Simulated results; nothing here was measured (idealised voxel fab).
Process module under the name voxel transistor to metal
Displayed cross-section: cut, width of 185 nm, square cells sized 5 nm.
Cross-section = grid of square cells, listed top down in bands; band = one or more rows.
First you get the band's top height and its bottom height, in nm, and then the materials it's made of, left to right, with each width in nm. If you see a single material with "edge to edge", that one covers the band edge to edge. "empty" is empty space.
Height datum 0, below which the as-received substrate wafer is one material. Lowest band open at the bottom, running downward: "z 0 and below".
The expression "30..40" gives the width at the extremes of the band, the first number at its top row of cells and the second at its bottom row, with the width changing by equal amounts from each row to the next in between.
"nothing different" (step): cross-section cells unchanged, all of them.
Closed-off voids of 8+ cells (no open route to the top) go in "Enclosed internal cavities", written width x height at distance from the left edge, in nm.
Anything after a step's settings on that line? It's the simulator's own note about the step.
overlay nm: step with mask; distance mask lay right of planned place; negative value = left of planned place.
The steps planned for the process are as follows:
| 1 | RECEIVE [material Si] |
| 2 | OXIDIZE [depth nm 5] |
| 3 | CONFORMAL_DEP [material SiN] [thk nm 10] |
| 4 | DIRECTIONAL_DEP [material aC] [thk nm 10] |
| 5 | PATTERN [tone cover] [mask id ACTIVE] [material resist] [width nm 95] [thk nm 30] [overlay nm 0] |
| 6 | DIRECTIONAL_ETCH [etch materials aC] [depth nm 10] |
| 7 | STRIP [etch materials resist] |
| 8 | DIRECTIONAL_ETCH [etch materials SiN] [depth nm 10] |
| 9 | DIRECTIONAL_ETCH [etch materials SiO2] [depth nm 5] |
| 10 | DIRECTIONAL_ETCH [etch materials Si] [depth nm 25] |
| 11 | STRIP [etch materials aC] |
| 12 | FILL_DEP [material SiO2] [thk nm 10] |
| 13 | CMP [height nm 10] |
| 14 | SELECTIVE_ETCH [etch materials SiO2] [depth nm 5] |
| 15 | STRIP [etch materials SiN] |
| 16 | SELECTIVE_ETCH [etch materials SiO2] [depth nm 5] |
| 17 | OXIDIZE [depth nm 5] |
| 18 | DIRECTIONAL_DEP [material polySi] [thk nm 20] |
| 19 | DIRECTIONAL_DEP [material SiCN] [thk nm 15] |
| 20 | DIRECTIONAL_DEP [material aC] [thk nm 10] |
| 21 | PATTERN [tone cover] [mask id GATE] [material resist] [width nm 25] [thk nm 30] [overlay nm 0] |
| 22 | DIRECTIONAL_ETCH [etch materials aC] [depth nm 10] |
| 23 | STRIP [etch materials resist] |
| 24 | DIRECTIONAL_ETCH [etch materials SiCN] [depth nm 25] |
| 25 | DIRECTIONAL_ETCH [etch materials polySi] [depth nm 30] |
| 26 | STRIP [etch materials aC] |
| 27 | CONFORMAL_DEP [material SiN] [thk nm 10] |
| 28 | DIRECTIONAL_ETCH [etch materials SiN] [depth nm 10] |
| 29 | DIRECTIONAL_ETCH [etch materials SiO2] [depth nm 5] |
| 30 | EPI [material nSi] [thk nm 5] |
| 31 | FILL_DEP [material SiO2] [thk nm 5] |
| 32 | CMP [height nm 15] |
| 33 | STRIP [etch materials polySi] |
| 34 | SELECTIVE_ETCH [etch materials SiO2] [depth nm 5] |
| 35 | CONFORMAL_DEP [material HfO2] [thk nm 5] |
| 36 | CONFORMAL_DEP [material TiN] [thk nm 5] |
| 37 | FILL_DEP [material W] [thk nm 10] |
| 38 | CMP [height nm 10] |
| 39 | DIRECTIONAL_DEP [material SiO2] [thk nm 15] |
| 40 | DIRECTIONAL_DEP [material aC] [thk nm 10] |
| 41 | PATTERN [tone open] [mask id CONTACT] [material resist] [width nm 15] [pitch nm 70] [thk nm 30] [overlay nm 0] |
| 42 | DIRECTIONAL_ETCH [etch materials aC] [depth nm 10] |
| 43 | STRIP [etch materials resist] |
| 44 | DIRECTIONAL_ETCH [etch materials SiO2] [depth nm 30] |
| 45 | STRIP [etch materials aC] |
| 46 | CONFORMAL_DEP [material TiN] [thk nm 5] |
| 47 | FILL_DEP [material W] [thk nm 5] |
| 48 | CMP [height nm 25] |
| 49 | DIRECTIONAL_DEP [material TiN] [thk nm 5] |
| 50 | DIRECTIONAL_DEP [material W] [thk nm 15] |
| 51 | DIRECTIONAL_DEP [material aC] [thk nm 15] |
| 52 | PATTERN [tone cover] [mask id METAL_1] [material resist] [width nm 15] [pitch nm 70] [thk nm 35] [overlay nm 0] |
| 53 | DIRECTIONAL_ETCH [etch materials aC] [depth nm 15] |
| 54 | STRIP [etch materials resist] |
| 55 | DIRECTIONAL_ETCH [etch materials W] [depth nm 15] |
| 56 | DIRECTIONAL_ETCH [etch materials TiN] [depth nm 5] |
| 57 | STRIP [etch materials aC] |
| 58 | FILL_DEP [material lowk] [thk nm 10] |
| 59 | CMP [height nm 45] |
| 60 | CONFORMAL_DEP [material SiCN] [thk nm 5] |
| 61 | DIRECTIONAL_DEP [material SiO2] [thk nm 35] |
| 62 | PATTERN [tone open] [mask id METAL_2] [material resist] [width nm 15] [pitch nm 70] [thk nm 20] [overlay nm 0] |
| 63 | DIRECTIONAL_ETCH [etch materials SiO2] [depth nm 20] |
| 64 | STRIP [etch materials resist] |
| 65 | MASKED_ETCH [tone open] [mask id METAL_2_HOLES] [width nm 15] [pitch nm 70] [etch materials SiO2] [depth nm 15] [overlay nm 0] |
| 66 | MASKED_ETCH [tone open] [mask id METAL_2_HOLES] [width nm 15] [pitch nm 70] [etch materials SiCN] [depth nm 5] [overlay nm 0] |
| 67 | CONFORMAL_DEP [material TiN] [thk nm 5] |
| 68 | FILL_DEP [material Cu] [thk nm 10] |
| 69 | CMP [height nm 85] |
| 70 | CONFORMAL_DEP [material SiCN] [thk nm 5] |
So, the first of our two wafers, run just as we planned it:
Received-state cross-section, reflecting completion of step 1:
  z 0 and below: Si edge to edge
  Enclosed internal cavities: none
Wafer after step 2 (cross-section):
  z 0 to -5: SiO2 edge to edge
  All layers under -5 are left as they were.
Wafer after step 3 (cross-section):
  z 10 to 0: SiN edge to edge
  All layers under 0 are left as they were.
Wafer after step 4 (cross-section):
  z 20 to 10: aC edge to edge
  All layers under 10 are left as they were.
Wafer after step 5 (cross-section):
  z 50 to 20: empty=45, then resist=95, then empty=45
  All layers under 20 are left as they were.
Wafer after step 6 (cross-section):
  z 40 to 20: empty=45, then resist=95, then empty=45
  z 20 to 10: empty=45, then aC=95, then empty=45
  All layers under 10 are left as they were.
Wafer after step 7 (cross-section):
  z 20 to 10: empty=45, then aC=95, then empty=45
  All layers under 10 are left as they were.
Wafer after step 8 (cross-section):
  z 20 to 10: empty=45, then aC=95, then empty=45
  z 10 to 0: empty=45, then SiN=95, then empty=45
  All layers under 0 are left as they were.
Wafer after step 9 (cross-section):
  z 20 to 10: empty=45, then aC=95, then empty=45
  z 10 to 0: empty=45, then SiN=95, then empty=45
  z 0 to -5: empty=45, then SiO2=95, then empty=45
  All layers under -5 are left as they were.
Wafer after step 10 (cross-section):
  z 20 to 10: empty=45, then aC=95, then empty=45
  z 10 to 0: empty=45, then SiN=95, then empty=45
  z 0 to -5: empty=45, then SiO2=95, then empty=45
  z -5 to -30: empty=45, then Si=95, then empty=45
  All layers under -30 are left as they were.
Wafer after step 11 (cross-section):
  z 10 to 0: empty=45, then SiN=95, then empty=45
  All layers under 0 are left as they were.
Wafer after step 12 (cross-section):
  z 20 to 10: SiO2 edge to edge
  z 10 to 0: SiO2=45, then SiN=95, then SiO2=45
  z 0 to -5: SiO2 edge to edge
  z -5 to -30: SiO2=45, then Si=95, then SiO2=45
  All layers under -30 are left as they were.
Wafer after step 13 (cross-section):
  z 10 to 0: SiO2=45, then SiN=95, then SiO2=45
  All layers under 0 are left as they were.
Wafer after step 14 (cross-section):
  z 10 to 5: empty=45, then SiN=95, then empty=45
  All layers under 5 are left as they were.
Wafer after step 15 (cross-section):
  z 5 to 0: SiO2=45, then empty=95, then SiO2=45
  All layers under 0 are left as they were.
Wafer after step 16 (cross-section):
  z 0 to -5: SiO2=40, then empty=105, then SiO2=40
  All layers under -5 are left as they were.
Wafer after step 17 (cross-section):
  z 0 to -5: SiO2=40, then empty=105, then SiO2=40
  z -5 to -10: SiO2 edge to edge
  All layers under -10 are left as they were.
Wafer after step 18 (cross-section):
  z 20 to 15: polySi=40, then empty=105, then polySi=40
  z 15 to 0: polySi edge to edge
  z 0 to -5: SiO2=40, then polySi=105, then SiO2=40
  All layers under -5 are left as they were.
Wafer after step 19 (cross-section):
  z 35 to 30: SiCN=40, then empty=105, then SiCN=40
  z 30 to 20: SiCN edge to edge
  z 20 to 15: polySi=40, then SiCN=105, then polySi=40
  All layers under 15 are left as they were.
Wafer after step 20 (cross-section):
  z 45 to 40: aC=40, then empty=105, then aC=40
  z 40 to 35: aC edge to edge
  z 35 to 30: SiCN=40, then aC=105, then SiCN=40
  All layers under 30 are left as they were.
Wafer after step 21 (cross-section):
  z 75 to 45: empty=80, then resist=25, then empty=80
  z 45 to 40: aC=40, then empty=40, then resist=25, then empty=40, then aC=40
  All layers under 40 are left as they were.
Wafer after step 22 (cross-section):
  z 65 to 40: empty=80, then resist=25, then empty=80
  z 40 to 35: empty=80, then aC=25, then empty=80
  z 35 to 30: SiCN=40, then empty=40, then aC=25, then empty=40, then SiCN=40
  All layers under 30 are left as they were.
Wafer after step 23 (cross-section):
  z 40 to 35: empty=80, then aC=25, then empty=80
  All layers under 35 are left as they were.
Wafer after step 24 (cross-section):
  z 40 to 30: empty=80, then aC=25, then empty=80
  z 30 to 20: empty=80, then SiCN=25, then empty=80
  z 20 to 15: polySi=40, then empty=40, then SiCN=25, then empty=40, then polySi=40
  All layers under 15 are left as they were.
Wafer after step 25 (cross-section):
  z 40 to 30: empty=80, then aC=25, then empty=80
  z 30 to 15: empty=80, then SiCN=25, then empty=80
  z 15 to 0: empty=80, then polySi=25, then empty=80
  z 0 to -5: SiO2=40, then empty=40, then polySi=25, then empty=40, then SiO2=40
  All layers under -5 are left as they were.
Wafer after step 26 (cross-section):
  z 30 to 15: empty=80, then SiCN=25, then empty=80
  All layers under 15 are left as they were.
Wafer after step 27 (cross-section):
  z 40 to 30: empty=70, then SiN=45, then empty=70
  z 30 to 15: empty=70, then SiN=10, then SiCN=25, then SiN=10, then empty=70
  z 15 to 10: empty=70, then SiN=10, then polySi=25, then SiN=10, then empty=70
  z 10 to 5: SiN=50, then empty=20, then SiN=10, then polySi=25, then SiN=10, then empty=20, then SiN=50
  z 5 to 0: SiN=80, then polySi=25, then SiN=80
  z 0 to -5: SiO2=40, then SiN=40, then polySi=25, then SiN=40, then SiO2=40
  All layers under -5 are left as they were.
Wafer after step 28 (cross-section):
  z 30 to 15: empty=70, then SiN=10, then SiCN=25, then SiN=10, then empty=70
  z 15 to 0: empty=70, then SiN=10, then polySi=25, then SiN=10, then empty=70
  z 0 to -5: SiO2=40, then SiN=10, then empty=20, then SiN=10, then polySi=25, then SiN=10, then empty=20, then SiN=10, then SiO2=40
  All layers under -5 are left as they were.
Wafer after step 29 (cross-section):
  z 30 to 15: empty=70, then SiN=10, then SiCN=25, then SiN=10, then empty=70
  z 15 to 0: empty=70, then SiN=10, then polySi=25, then SiN=10, then empty=70
  z 0 to -5: empty=40, then SiN=10, then empty=20, then SiN=10, then polySi=25, then SiN=10, then empty=20, then SiN=10, then empty=40
  z -5 to -10: SiO2=50, then empty=20, then SiO2=45, then empty=20, then SiO2=50
  All layers under -10 are left as they were.
Wafer after step 30 (cross-section):
  z 30 to 15: empty=70, then SiN=10, then SiCN=25, then SiN=10, then empty=70
  z 15 to 0: empty=70, then SiN=10, then polySi=25, then SiN=10, then empty=70
  z 0 to -5: empty=40, then SiN=10, then empty=20, then SiN=10, then polySi=25, then SiN=10, then empty=20, then SiN=10, then empty=40
  z -5 to -10: SiO2=50, then nSi=20, then SiO2=45, then nSi=20, then SiO2=50
  All layers under -10 are left as they were.
Wafer after step 31 (cross-section):
  z 35 to 30: SiO2 edge to edge
  z 30 to 15: SiO2=70, then SiN=10, then SiCN=25, then SiN=10, then SiO2=70
  z 15 to 0: SiO2=70, then SiN=10, then polySi=25, then SiN=10, then SiO2=70
  z 0 to -5: SiO2=40, then SiN=10, then SiO2=20, then SiN=10, then polySi=25, then SiN=10, then SiO2=20, then SiN=10, then SiO2=40
  All layers under -5 are left as they were.
Wafer after step 32 (cross-section):
  z 15 to 0: SiO2=70, then SiN=10, then polySi=25, then SiN=10, then SiO2=70
  All layers under 0 are left as they were.
Wafer after step 33 (cross-section):
  z 15 to 0: SiO2=70, then SiN=10, then empty=25, then SiN=10, then SiO2=70
  z 0 to -5: SiO2=40, then SiN=10, then SiO2=20, then SiN=10, then empty=25, then SiN=10, then SiO2=20, then SiN=10, then SiO2=40
  All layers under -5 are left as they were.
Wafer after step 34 (cross-section):
  z 15 to 10: empty=70, then SiN=10, then empty=25, then SiN=10, then empty=70
  z 10 to 0: SiO2=70, then SiN=10, then empty=25, then SiN=10, then SiO2=70
  z 0 to -5: SiO2=40, then SiN=10, then SiO2=20, then SiN=10, then empty=25, then SiN=10, then SiO2=20, then SiN=10, then SiO2=40
  z -5 to -10: SiO2=50, then nSi=20, then SiO2=5, then empty=35, then SiO2=5, then nSi=20, then SiO2=50
  All layers under -10 are left as they were.
Wafer after step 35 (cross-section):
  z 20 to 15: empty=65, then HfO2=20, then empty=15, then HfO2=20, then empty=65
  z 15 to 10: HfO2=70, then SiN=10, then HfO2=5, then empty=15, then HfO2=5, then SiN=10, then HfO2=70
  z 10 to 0: SiO2=70, then SiN=10, then HfO2=5, then empty=15, then HfO2=5, then SiN=10, then SiO2=70
  z 0 to -5: SiO2=40, then SiN=10, then SiO2=20, then SiN=10, then HfO2=5, then empty=15, then HfO2=5, then SiN=10, then SiO2=20, then SiN=10, then SiO2=40
  z -5 to -10: SiO2=50, then nSi=20, then SiO2=5, then HfO2=35, then SiO2=5, then nSi=20, then SiO2=50
  All layers under -10 are left as they were.
Wafer after step 36 (cross-section):
  z 25 to 20: empty=60, then TiN=30, then empty=5, then TiN=30, then empty=60
  z 20 to 15: TiN=65, then HfO2=20, then TiN=5, then empty=5, then TiN=5, then HfO2=20, then TiN=65
  z 15 to 10: HfO2=70, then SiN=10, then HfO2=5, then TiN=5, then empty=5, then TiN=5, then HfO2=5, then SiN=10, then HfO2=70
  z 10 to 0: SiO2=70, then SiN=10, then HfO2=5, then TiN=5, then empty=5, then TiN=5, then HfO2=5, then SiN=10, then SiO2=70
  z 0 to -5: SiO2=40, then SiN=10, then SiO2=20, then SiN=10, then HfO2=5, then TiN=15, then HfO2=5, then SiN=10, then SiO2=20, then SiN=10, then SiO2=40
  All layers under -5 are left as they were.
Wafer after step 37 (cross-section):
  z 35 to 25: W edge to edge
  z 25 to 20: W=60, then TiN=30, then W=5, then TiN=30, then W=60
  z 20 to 15: TiN=65, then HfO2=20, then TiN=5, then W=5, then TiN=5, then HfO2=20, then TiN=65
  z 15 to 10: HfO2=70, then SiN=10, then HfO2=5, then TiN=5, then W=5, then TiN=5, then HfO2=5, then SiN=10, then HfO2=70
  z 10 to 0: SiO2=70, then SiN=10, then HfO2=5, then TiN=5, then W=5, then TiN=5, then HfO2=5, then SiN=10, then SiO2=70
  All layers under 0 are left as they were.
Wafer after step 38 (cross-section):
  z 10 to 0: SiO2=70, then SiN=10, then HfO2=5, then TiN=5, then W=5, then TiN=5, then HfO2=5, then SiN=10, then SiO2=70
  All layers under 0 are left as they were.
Wafer after step 39 (cross-section):
  z 25 to 10: SiO2 edge to edge
  All layers under 10 are left as they were.
Wafer after step 40 (cross-section):
  z 35 to 25: aC edge to edge
  All layers under 25 are left as they were.
Wafer after step 41 (cross-section):
  z 65 to 35: resist=50, then empty=15, then resist=55, then empty=15, then resist=50
  All layers under 35 are left as they were.
Wafer after step 42 (cross-section):
  z 55 to 35: resist=50, then empty=15, then resist=55, then empty=15, then resist=50
  z 35 to 25: aC=50, then empty=15, then aC=55, then empty=15, then aC=50
  All layers under 25 are left as they were.
Wafer after step 43 (cross-section):
  z 35 to 25: aC=50, then empty=15, then aC=55, then empty=15, then aC=50
  All layers under 25 are left as they were.
Wafer after step 44 (cross-section):
  z 35 to 25: aC=50, then empty=15, then aC=55, then empty=15, then aC=50
  z 25 to 10: SiO2=50, then empty=15, then SiO2=55, then empty=15, then SiO2=50
  z 10 to 0: SiO2=50, then empty=15, then SiO2=5, then SiN=10, then HfO2=5, then TiN=5, then W=5, then TiN=5, then HfO2=5, then SiN=10, then SiO2=5, then empty=15, then SiO2=50
  z 0 to -5: SiO2=40, then SiN=10, then empty=15, then SiO2=5, then SiN=10, then HfO2=5, then TiN=15, then HfO2=5, then SiN=10, then SiO2=5, then empty=15, then SiN=10, then SiO2=40
  All layers under -5 are left as they were.
Wafer after step 45 (cross-section):
  z 25 to 10: SiO2=50, then empty=15, then SiO2=55, then empty=15, then SiO2=50
  All layers under 10 are left as they were.
Wafer after step 46 (cross-section):
  z 30 to 25: TiN=55, then empty=5, then TiN=65, then empty=5, then TiN=55
  z 25 to 10: SiO2=50, then TiN=5, then empty=5, then TiN=5, then SiO2=55, then TiN=5, then empty=5, then TiN=5, then SiO2=50
  z 10 to 0: SiO2=50, then TiN=5, then empty=5, then TiN=5, then SiO2=5, then SiN=10, then HfO2=5, then TiN=5, then W=5, then TiN=5, then HfO2=5, then SiN=10, then SiO2=5, then TiN=5, then empty=5, then TiN=5, then SiO2=50
  z 0 to -5: SiO2=40, then SiN=10, then TiN=15, then SiO2=5, then SiN=10, then HfO2=5, then TiN=15, then HfO2=5, then SiN=10, then SiO2=5, then TiN=15, then SiN=10, then SiO2=40
  All layers under -5 are left as they were.
Wafer after step 47 (cross-section):
  z 35 to 30: W edge to edge
  z 30 to 25: TiN=55, then W=5, then TiN=65, then W=5, then TiN=55
  z 25 to 10: SiO2=50, then TiN=5, then W=5, then TiN=5, then SiO2=55, then TiN=5, then W=5, then TiN=5, then SiO2=50
  z 10 to 0: SiO2=50, then TiN=5, then W=5, then TiN=5, then SiO2=5, then SiN=10, then HfO2=5, then TiN=5, then W=5, then TiN=5, then HfO2=5, then SiN=10, then SiO2=5, then TiN=5, then W=5, then TiN=5, then SiO2=50
  All layers under 0 are left as they were.
Wafer after step 48 (cross-section):
  z 25 to 10: SiO2=50, then TiN=5, then W=5, then TiN=5, then SiO2=55, then TiN=5, then W=5, then TiN=5, then SiO2=50
  All layers under 10 are left as they were.
Wafer after step 49 (cross-section):
  z 30 to 25: TiN edge to edge
  All layers under 25 are left as they were.
Wafer after step 50 (cross-section):
  z 45 to 30: W edge to edge
  All layers under 30 are left as they were.
Wafer after step 51 (cross-section):
  z 60 to 45: aC edge to edge
  All layers under 45 are left as they were.
Wafer after step 52 (cross-section):
  z 95 to 60: empty=50, then resist=15, then empty=55, then resist=15, then empty=50
  All layers under 60 are left as they were.
Wafer after step 53 (cross-section):
  z 80 to 60: empty=50, then resist=15, then empty=55, then resist=15, then empty=50
  z 60 to 45: empty=50, then aC=15, then empty=55, then aC=15, then empty=50
  All layers under 45 are left as they were.
Wafer after step 54 (cross-section):
  z 60 to 45: empty=50, then aC=15, then empty=55, then aC=15, then empty=50
  All layers under 45 are left as they were.
Wafer after step 55 (cross-section):
  z 60 to 45: empty=50, then aC=15, then empty=55, then aC=15, then empty=50
  z 45 to 30: empty=50, then W=15, then empty=55, then W=15, then empty=50
  All layers under 30 are left as they were.
Wafer after step 56 (cross-section):
  z 60 to 45: empty=50, then aC=15, then empty=55, then aC=15, then empty=50
  z 45 to 30: empty=50, then W=15, then empty=55, then W=15, then empty=50
  z 30 to 25: empty=50, then TiN=15, then empty=55, then TiN=15, then empty=50
  All layers under 25 are left as they were.
Wafer after step 57 (cross-section):
  z 45 to 30: empty=50, then W=15, then empty=55, then W=15, then empty=50
  All layers under 30 are left as they were.
Wafer after step 58 (cross-section):
  z 55 to 45: lowk edge to edge
  z 45 to 30: lowk=50, then W=15, then lowk=55, then W=15, then lowk=50
  z 30 to 25: lowk=50, then TiN=15, then lowk=55, then TiN=15, then lowk=50
  All layers under 25 are left as they were.
Wafer after step 59 (cross-section):
  z 45 to 30: lowk=50, then W=15, then lowk=55, then W=15, then lowk=50
  All layers under 30 are left as they were.
Wafer after step 60 (cross-section):
  z 50 to 45: SiCN edge to edge
  All layers under 45 are left as they were.
Wafer after step 61 (cross-section):
  z 85 to 50: SiO2 edge to edge
  All layers under 50 are left as they were.
Wafer after step 62 (cross-section):
  z 105 to 85: resist=50, then empty=15, then resist=55, then empty=15, then resist=50
  All layers under 85 are left as they were.
Wafer after step 63 (cross-section):
  z 105 to 85: resist=50, then empty=15, then resist=55, then empty=15, then resist=50
  z 85 to 65: SiO2=50, then empty=15, then SiO2=55, then empty=15, then SiO2=50
  All layers under 65 are left as they were.
Wafer after step 64 (cross-section):
  z 85 to 65: SiO2=50, then empty=15, then SiO2=55, then empty=15, then SiO2=50
  All layers under 65 are left as they were.
Wafer after step 65 (cross-section):
  z 85 to 50: SiO2=50, then empty=15, then SiO2=55, then empty=15, then SiO2=50
  All layers under 50 are left as they were.
Wafer after step 66 (cross-section):
  z 85 to 50: SiO2=50, then empty=15, then SiO2=55, then empty=15, then SiO2=50
  z 50 to 45: SiCN=50, then empty=15, then SiCN=55, then empty=15, then SiCN=50
  All layers under 45 are left as they were.
Wafer after step 67 (cross-section):
  z 90 to 85: TiN=55, then empty=5, then TiN=65, then empty=5, then TiN=55
  z 85 to 50: SiO2=50, then TiN=5, then empty=5, then TiN=5, then SiO2=55, then TiN=5, then empty=5, then TiN=5, then SiO2=50
  z 50 to 45: SiCN=50, then TiN=15, then SiCN=55, then TiN=15, then SiCN=50
  All layers under 45 are left as they were.
Wafer after step 68 (cross-section):
  z 100 to 90: Cu edge to edge
  z 90 to 85: TiN=55, then Cu=5, then TiN=65, then Cu=5, then TiN=55
  z 85 to 50: SiO2=50, then TiN=5, then Cu=5, then TiN=5, then SiO2=55, then TiN=5, then Cu=5, then TiN=5, then SiO2=50
  All layers under 50 are left as they were.
Wafer after step 69 (cross-section):
  z 85 to 50: SiO2=50, then TiN=5, then Cu=5, then TiN=5, then SiO2=55, then TiN=5, then Cu=5, then TiN=5, then SiO2=50
  All layers under 50 are left as they were.
Wafer after step 70 (cross-section):
  z 90 to 85: SiCN edge to edge
  All layers under 85 are left as they were.
For the second wafer, take the first wafer's start and plan, then add one mistake made in running it; everything through step 38, that step included, is shared with the first:
Second wafer, sectioned view, at step 39's planned end time:
  z 40 to 10: SiO2 edge to edge
  All layers under 10 are left as they were.
Second wafer, sectioned view, at step 40's planned end time:
  z 50 to 40: aC edge to edge
  All layers under 40 are left as they were.
Second wafer, sectioned view, at step 41's planned end time:
  z 80 to 50: resist=50, then empty=15, then resist=55, then empty=15, then resist=50
  All layers under 50 are left as they were.
Second wafer, sectioned view, at step 42's planned end time:
  z 70 to 50: resist=50, then empty=15, then resist=55, then empty=15, then resist=50
  z 50 to 40: aC=50, then empty=15, then aC=55, then empty=15, then aC=50
  All layers under 40 are left as they were.
Second wafer, sectioned view, at step 43's planned end time:
  z 50 to 40: aC=50, then empty=15, then aC=55, then empty=15, then aC=50
  All layers under 40 are left as they were.
Second wafer, sectioned view, at step 44's planned end time:
  z 50 to 40: aC=50, then empty=15, then aC=55, then empty=15, then aC=50
  z 40 to 10: SiO2=50, then empty=15, then SiO2=55, then empty=15, then SiO2=50
  All layers under 10 are left as they were.
Second wafer, sectioned view, at step 45's planned end time:
  z 40 to 10: SiO2=50, then empty=15, then SiO2=55, then empty=15, then SiO2=50
  All layers under 10 are left as they were.
Second wafer, sectioned view, at step 46's planned end time:
  z 45 to 40: TiN=55, then empty=5, then TiN=65, then empty=5, then TiN=55
  z 40 to 15: SiO2=50, then TiN=5, then empty=5, then TiN=5, then SiO2=55, then TiN=5, then empty=5, then TiN=5, then SiO2=50
  z 15 to 10: SiO2=50, then TiN=15, then SiO2=55, then TiN=15, then SiO2=50
  All layers under 10 are left as they were.
Second wafer, sectioned view, at step 47's planned end time:
  z 50 to 45: W edge to edge
  z 45 to 40: TiN=55, then W=5, then TiN=65, then W=5, then TiN=55
  z 40 to 15: SiO2=50, then TiN=5, then W=5, then TiN=5, then SiO2=55, then TiN=5, then W=5, then TiN=5, then SiO2=50
  All layers under 15 are left as they were.
Second wafer, sectioned view, at step 48's planned end time:
  z 25 to 15: SiO2=50, then TiN=5, then W=5, then TiN=5, then SiO2=55, then TiN=5, then W=5, then TiN=5, then SiO2=50
  All layers under 15 are left as they were.
Second wafer, sectioned view, at step 49's planned end time:
  z 30 to 25: TiN edge to edge
  All layers under 25 are left as they were.
Second wafer, sectioned view, at step 50's planned end time:
  z 45 to 30: W edge to edge
  All layers under 30 are left as they were.
Second wafer, sectioned view, at step 51's planned end time:
  z 60 to 45: aC edge to edge
  All layers under 45 are left as they were.
Second wafer, sectioned view, at step 52's planned end time:
  z 95 to 60: empty=50, then resist=15, then empty=55, then resist=15, then empty=50
  All layers under 60 are left as they were.
Second wafer, sectioned view, at step 53's planned end time:
  z 80 to 60: empty=50, then resist=15, then empty=55, then resist=15, then empty=50
  z 60 to 45: empty=50, then aC=15, then empty=55, then aC=15, then empty=50
  All layers under 45 are left as they were.
Second wafer, sectioned view, at step 54's planned end time:
  z 60 to 45: empty=50, then aC=15, then empty=55, then aC=15, then empty=50
  All layers under 45 are left as they were.
Second wafer, sectioned view, at step 55's planned end time:
  z 60 to 45: empty=50, then aC=15, then empty=55, then aC=15, then empty=50
  z 45 to 30: empty=50, then W=15, then empty=55, then W=15, then empty=50
  All layers under 30 are left as they were.
Second wafer, sectioned view, at step 56's planned end time:
  z 60 to 45: empty=50, then aC=15, then empty=55, then aC=15, then empty=50
  z 45 to 30: empty=50, then W=15, then empty=55, then W=15, then empty=50
  z 30 to 25: empty=50, then TiN=15, then empty=55, then TiN=15, then empty=50
  All layers under 25 are left as they were.
Second wafer, sectioned view, at step 57's planned end time:
  z 45 to 30: empty=50, then W=15, then empty=55, then W=15, then empty=50
  All layers under 30 are left as they were.
Second wafer, sectioned view, at step 58's planned end time:
  z 55 to 45: lowk edge to edge
  z 45 to 30: lowk=50, then W=15, then lowk=55, then W=15, then lowk=50
  z 30 to 25: lowk=50, then TiN=15, then lowk=55, then TiN=15, then lowk=50
  All layers under 25 are left as they were.
Second wafer, sectioned view, at step 59's planned end time:
  z 45 to 30: lowk=50, then W=15, then lowk=55, then W=15, then lowk=50
  All layers under 30 are left as they were.
Second wafer, sectioned view, at step 60's planned end time:
  z 50 to 45: SiCN edge to edge
  All layers under 45 are left as they were.
Second wafer, sectioned view, at step 61's planned end time:
  z 85 to 50: SiO2 edge to edge
  All layers under 50 are left as they were.
Second wafer, sectioned view, at step 62's planned end time:
  z 105 to 85: resist=50, then empty=15, then resist=55, then empty=15, then resist=50
  All layers under 85 are left as they were.
Second wafer, sectioned view, at step 63's planned end time:
  z 105 to 85: resist=50, then empty=15, then resist=55, then empty=15, then resist=50
  z 85 to 65: SiO2=50, then empty=15, then SiO2=55, then empty=15, then SiO2=50
  All layers under 65 are left as they were.
Second wafer, sectioned view, at step 64's planned end time:
  z 85 to 65: SiO2=50, then empty=15, then SiO2=55, then empty=15, then SiO2=50
  All layers under 65 are left as they were.
Second wafer, sectioned view, at step 65's planned end time:
  z 85 to 50: SiO2=50, then empty=15, then SiO2=55, then empty=15, then SiO2=50
  All layers under 50 are left as they were.
Second wafer, sectioned view, at step 66's planned end time:
  z 85 to 50: SiO2=50, then empty=15, then SiO2=55, then empty=15, then SiO2=50
  z 50 to 45: SiCN=50, then empty=15, then SiCN=55, then empty=15, then SiCN=50
  All layers under 45 are left as they were.
Second wafer, sectioned view, at step 67's planned end time:
  z 90 to 85: TiN=55, then empty=5, then TiN=65, then empty=5, then TiN=55
  z 85 to 50: SiO2=50, then TiN=5, then empty=5, then TiN=5, then SiO2=55, then TiN=5, then empty=5, then TiN=5, then SiO2=50
  z 50 to 45: SiCN=50, then TiN=15, then SiCN=55, then TiN=15, then SiCN=50
  All layers under 45 are left as they were.
Second wafer, sectioned view, at step 68's planned end time:
  z 100 to 90: Cu edge to edge
  z 90 to 85: TiN=55, then Cu=5, then TiN=65, then Cu=5, then TiN=55
  z 85 to 50: SiO2=50, then TiN=5, then Cu=5, then TiN=5, then SiO2=55, then TiN=5, then Cu=5, then TiN=5, then SiO2=50
  All layers under 50 are left as they were.
Second wafer, sectioned view, at step 69's planned end time:
  z 85 to 50: SiO2=50, then TiN=5, then Cu=5, then TiN=5, then SiO2=55, then TiN=5, then Cu=5, then TiN=5, then SiO2=50
  All layers under 50 are left as they were.
Second wafer, sectioned view, at step 70's planned end time:
  z 90 to 85: SiCN edge to edge
  All layers under 85 are left as they were.
Misprocessing identified: it should be noted that step 39 of the plan was executed twice
Once processing is complete, comparing cell counts shows that the second wafer has more or fewer of certain materials than the first: +18 SiO2; -12 TiN; -6 W
